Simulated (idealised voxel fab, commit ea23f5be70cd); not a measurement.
Process module in this document: voxel released beams
The cross-section on display is named cut; it measures 295 nm wide, and its cells are 5 nm squares.
Think of the cross-section as a grid of square cells. We describe it in bands, top to bottom, and each band covers one or more rows of those cells.
Read a band's entry like this: the first values are the height of its top and the height of its bottom in nm, and what follows is the sequence of materials from left to right, each with its width in nm. Note that "empty" is empty space, and that a single material marked "full width" reaches across the band from edge to edge.
Counting heights begins at 0, where everything beneath is, in the wafer as received, one material. The lowest band has no bottom; it goes on downwards, as "0 and below" shows.
Width "30 to 40": first value at the band's top row of cells, second value at its bottom row, equal change from row to row.
What does "same as before" mean for a step? It means no cell of the cross-section changed in that step.
Under "Trapped void list" you'll find the enclosed gaps, the ones with no way out to the top, that are 8 cells or bigger; each reads width x height at distance, with distance counted from the left edge, everything in nm.
On a step's line, text after the settings is the simulator commenting on that step.
On any step carrying a mask, the "overlay nm" setting, if present on the step's line, tells how far right of its planned place the mask lay; negative values point to the left.
Planned step list for the process
1. RECEIVE, material Si
2. CONFORMAL_DEP, material Al2O3, thk nm 10
3. DIRECTIONAL_DEP, material SiO2, thk nm 20
4. MASKED_ETCH, tone open, mask id ANCHOR, width nm 35, etch materials SiO2, depth nm 20, overlay nm 0
5. CONFORMAL_DEP, material W, thk nm 10
6. DIRECTIONAL_DEP, material aC, thk nm 15
7. PATTERN, tone cover, mask id BEAM, material resist, width nm 115, thk nm 35, overlay nm 0
8. DIRECTIONAL_ETCH, etch materials aC, depth nm 15
9. STRIP, etch materials resist
10. DIRECTIONAL_ETCH, etch materials W, depth nm 10
11. STRIP, etch materials aC
12. STRIP, etch materials SiO2
Cross-section of the wafer as it came to us, i.e., already through step 1
	0 and below  Si full width
	Trapped void list: none
First wafer at the end, as planned
	40 down to 30  85 empty  15 W  15 empty  85 W  95 empty
	30 down to 20  90 empty  10 W  15 empty  10 W  170 empty
	20 down to 10  90 empty  35 W  170 empty
	10 down to 0  Al2O3 full width
	0 and below  Si full width
	Trapped void list: none
The second wafer, shown in cross-section after the module: started the same way as the first and given the same plan, yet one mistake crept into how it was run
	40 down to 30  85 empty  20 W  10 empty  85 W  95 empty
	30 down to 20  95 empty  10 W  10 empty  10 W  170 empty
	20 down to 10  95 empty  30 W  170 empty
	10 down to 0  Al2O3 full width
	0 and below  Si full width
	Trapped void list: none
Heads up, the wafer didn't run the way we planned it: off-plan run, step 4, actual operation and settings MASKED_ETCH, tone open, mask id ANCHOR, width nm 30, etch materials SiO2, depth nm 20, overlay nm 0
At the end, the second wafer has the same number of cells of each material as the first, but those cells sit in other places.
